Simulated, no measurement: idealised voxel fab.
The process module presented herein is designated voxel fin reveal.
Each square cell in cross-section cut measures 5 nm, and the section as a whole is 245 nm wide.
If you're reading a cross-section in this doc, picture square cells in a grid; it comes to you as bands, top ones listed first down to the bottom, and a band can be one or more rows of cells. Heads up on the band format: heights come first, top then bottom, in nm. After that it's the materials left to right, each with its width in nm. A single material flagged "edge to edge" fills the whole band edge to edge, and "air" means there's empty space there. Height datum 0, below which the as-received substrate wafer is one material. Lowest band open at the bottom, running downward: "from 0 down". A width given as "30->40" starts at the first number in the band's top row and ends at the second number in its bottom row, shifting by an equal amount at every step from row to row. "nothing different" for a step: no cell of the cross-section changed in that step. The entry titled "Closed empty spaces" provides the empty spaces that have no open way to the top, restricted to those of 8 cells or more. Each is presented as width x height at distance, the distance being measured from the left edge, with all three in nm. Where a step's line continues beyond its settings, the continuation is a remark by the simulator itself on that step. overlay nm: for a step with a mask, the amount by which the mask lay right of where it was planned; a negative amount means left of it.

## Planned process steps
| 1 | RECEIVE | material Si |
| 2 | CONFORMAL_DEP | material SiN | thk nm 5 |
| 3 | DIRECTIONAL_DEP | material aC | thk nm 10 |
| 4 | PATTERN | tone cover | mask id FINS | material resist | width nm 15 | pitch nm 40 | thk nm 25 | overlay nm 0 |
| 5 | DIRECTIONAL_ETCH | etch materials aC | depth nm 10 |
| 6 | STRIP | etch materials resist |
| 7 | DIRECTIONAL_ETCH | etch materials SiN | depth nm 5 |
| 8 | DIRECTIONAL_ETCH | etch materials Si | depth nm 35 |
| 9 | STRIP | etch materials aC |
| 10 | OXIDIZE | depth nm 5 |
| 11 | FILL_DEP | material SiO2 | thk nm 5 |
| 12 | CMP | height nm 5 |
| 13 | SELECTIVE_ETCH | etch materials SiO2 | depth nm 30 |
| 14 | STRIP | etch materials SiN |

## Wafer, first of two, run as planned

## Wafer as received: cross-section following step 1
	from 0 down: Si edge to edge
	Closed empty spaces: none

## The following cross-section depicts the wafer upon completion of step 2
	from 5 to 0: SiN edge to edge
	Under 0: no change, same as before.

## The following cross-section depicts the wafer upon completion of step 3
	from 15 to 5: aC edge to edge
	Under 5: no change, same as before.

## The following cross-section depicts the wafer upon completion of step 4
	from 40 to 15: air 75, resist 15, air 25, resist 15, air 25, resist 15, air 75
	Under 15: no change, same as before.

## The following cross-section depicts the wafer upon completion of step 5
	from 30 to 15: air 75, resist 15, air 25, resist 15, air 25, resist 15, air 75
	from 15 to 5: air 75, aC 15, air 25, aC 15, air 25, aC 15, air 75
	Under 5: no change, same as before.

## The following cross-section depicts the wafer upon completion of step 6
	from 15 to 5: air 75, aC 15, air 25, aC 15, air 25, aC 15, air 75
	Under 5: no change, same as before.

## The following cross-section depicts the wafer upon completion of step 7
	from 15 to 5: air 75, aC 15, air 25, aC 15, air 25, aC 15, air 75
	from 5 to 0: air 75, SiN 15, air 25, SiN 15, air 25, SiN 15, air 75
	Under 0: no change, same as before.

## The following cross-section depicts the wafer upon completion of step 8
	from 15 to 5: air 75, aC 15, air 25, aC 15, air 25, aC 15, air 75
	from 5 to 0: air 75, SiN 15, air 25, SiN 15, air 25, SiN 15, air 75
	from 0 to -35: air 75, Si 15, air 25, Si 15, air 25, Si 15, air 75
	Under -35: no change, same as before.

## The following cross-section depicts the wafer upon completion of step 9
	from 5 to 0: air 75, SiN 15, air 25, SiN 15, air 25, SiN 15, air 75
	Under 0: no change, same as before.

## The following cross-section depicts the wafer upon completion of step 10
	from 5 to 0: air 75, SiN 15, air 25, SiN 15, air 25, SiN 15, air 75
	from 0 to -35: air 75, SiO2 5, Si 5, SiO2 5, air 25, SiO2 5, Si 5, SiO2 5, air 25, SiO2 5, Si 5, SiO2 5, air 75
	from -35 to -40: SiO2 80, Si 5, SiO2 35, Si 5, SiO2 35, Si 5, SiO2 80
	Under -40: no change, same as before.

## The following cross-section depicts the wafer upon completion of step 11
	from 10 to 5: SiO2 edge to edge
	from 5 to 0: SiO2 75, SiN 15, SiO2 25, SiN 15, SiO2 25, SiN 15, SiO2 75
	from 0 to -40: SiO2 80, Si 5, SiO2 35, Si 5, SiO2 35, Si 5, SiO2 80
	Under -40: no change, same as before.

## The following cross-section depicts the wafer upon completion of step 12
	from 5 to 0: SiO2 75, SiN 15, SiO2 25, SiN 15, SiO2 25, SiN 15, SiO2 75
	Under 0: no change, same as before.

## The following cross-section depicts the wafer upon completion of step 13
	from 5 to 0: air 75, SiN 15, air 25, SiN 15, air 25, SiN 15, air 75
	from 0 to -25: air 80, Si 5, air 35, Si 5, air 35, Si 5, air 80
	Under -25: no change, same as before.

## The following cross-section depicts the wafer upon completion of step 14
	from 0 to -25: air 80, Si 5, air 35, Si 5, air 35, Si 5, air 80
	Under -25: no change, same as before.

## The remaining wafer, second of the two, started like the first and was run to the same plan, except that one mistake was made along the way; the two coincide through step 3, inclusive

## Cross-section of the second wafer when, according to plan, step 4 should have finished
	from 40 to 15: resist 75, air 15, resist 25, air 15, resist 25, air 15, resist 75
	Under 15: no change, same as before.

## Cross-section of the second wafer when, according to plan, step 5 should have finished
	from 30 to 15: resist 75, air 15, resist 25, air 15, resist 25, air 15, resist 75
	from 15 to 5: aC 75, air 15, aC 25, air 15, aC 25, air 15, aC 75
	Under 5: no change, same as before.

## Cross-section of the second wafer when, according to plan, step 6 should have finished
	from 15 to 5: aC 75, air 15, aC 25, air 15, aC 25, air 15, aC 75
	Under 5: no change, same as before.

## Cross-section of the second wafer when, according to plan, step 7 should have finished
	from 15 to 5: aC 75, air 15, aC 25, air 15, aC 25, air 15, aC 75
	from 5 to 0: SiN 75, air 15, SiN 25, air 15, SiN 25, air 15, SiN 75
	Under 0: no change, same as before.

## Cross-section of the second wafer when, according to plan, step 8 should have finished
	from 15 to 5: aC 75, air 15, aC 25, air 15, aC 25, air 15, aC 75
	from 5 to 0: SiN 75, air 15, SiN 25, air 15, SiN 25, air 15, SiN 75
	from 0 to -35: Si 75, air 15, Si 25, air 15, Si 25, air 15, Si 75
	Under -35: no change, same as before.

## Cross-section of the second wafer when, according to plan, step 9 should have finished
	from 5 to 0: SiN 75, air 15, SiN 25, air 15, SiN 25, air 15, SiN 75
	Under 0: no change, same as before.

## Cross-section of the second wafer when, according to plan, step 10 should have finished
	from 5 to 0: SiN 75, air 15, SiN 25, air 15, SiN 25, air 15, SiN 75
	from 0 to -35: Si 70, SiO2 5, air 15, SiO2 5, Si 15, SiO2 5, air 15, SiO2 5, Si 15, SiO2 5, air 15, SiO2 5, Si 70
	from -35 to -40: Si 70, SiO2 25, Si 15, SiO2 25, Si 15, SiO2 25, Si 70
	Under -40: no change, same as before.

## Cross-section of the second wafer when, according to plan, step 11 should have finished
	from 10 to 5: SiO2 edge to edge
	from 5 to 0: SiN 75, SiO2 15, SiN 25, SiO2 15, SiN 25, SiO2 15, SiN 75
	from 0 to -40: Si 70, SiO2 25, Si 15, SiO2 25, Si 15, SiO2 25, Si 70
	Under -40: no change, same as before.

## Cross-section of the second wafer when, according to plan, step 12 should have finished
	from 5 to 0: SiN 75, SiO2 15, SiN 25, SiO2 15, SiN 25, SiO2 15, SiN 75
	Under 0: no change, same as before.

## Cross-section of the second wafer when, according to plan, step 13 should have finished
	from 5 to 0: SiN 75, air 15, SiN 25, air 15, SiN 25, air 15, SiN 75
	from 0 to -25: Si 70, air 25, Si 15, air 25, Si 15, air 25, Si 70
	Under -25: no change, same as before.

## Cross-section of the second wafer when, according to plan, step 14 should have finished
	from 0 to -25: Si 70, air 25, Si 15, air 25, Si 15, air 25, Si 70
	Under -25: no change, same as before.
The plan and the run diverged here: step 4: run off-plan, actual operation and settings PATTERN | tone open | mask id FINS | material resist | width nm 15 | pitch nm 40 | thk nm 25 | overlay nm 0
Wrapping up, a cell-based count of both wafers puts the second over or under the first for these materials: Si +248, SiO2 -93
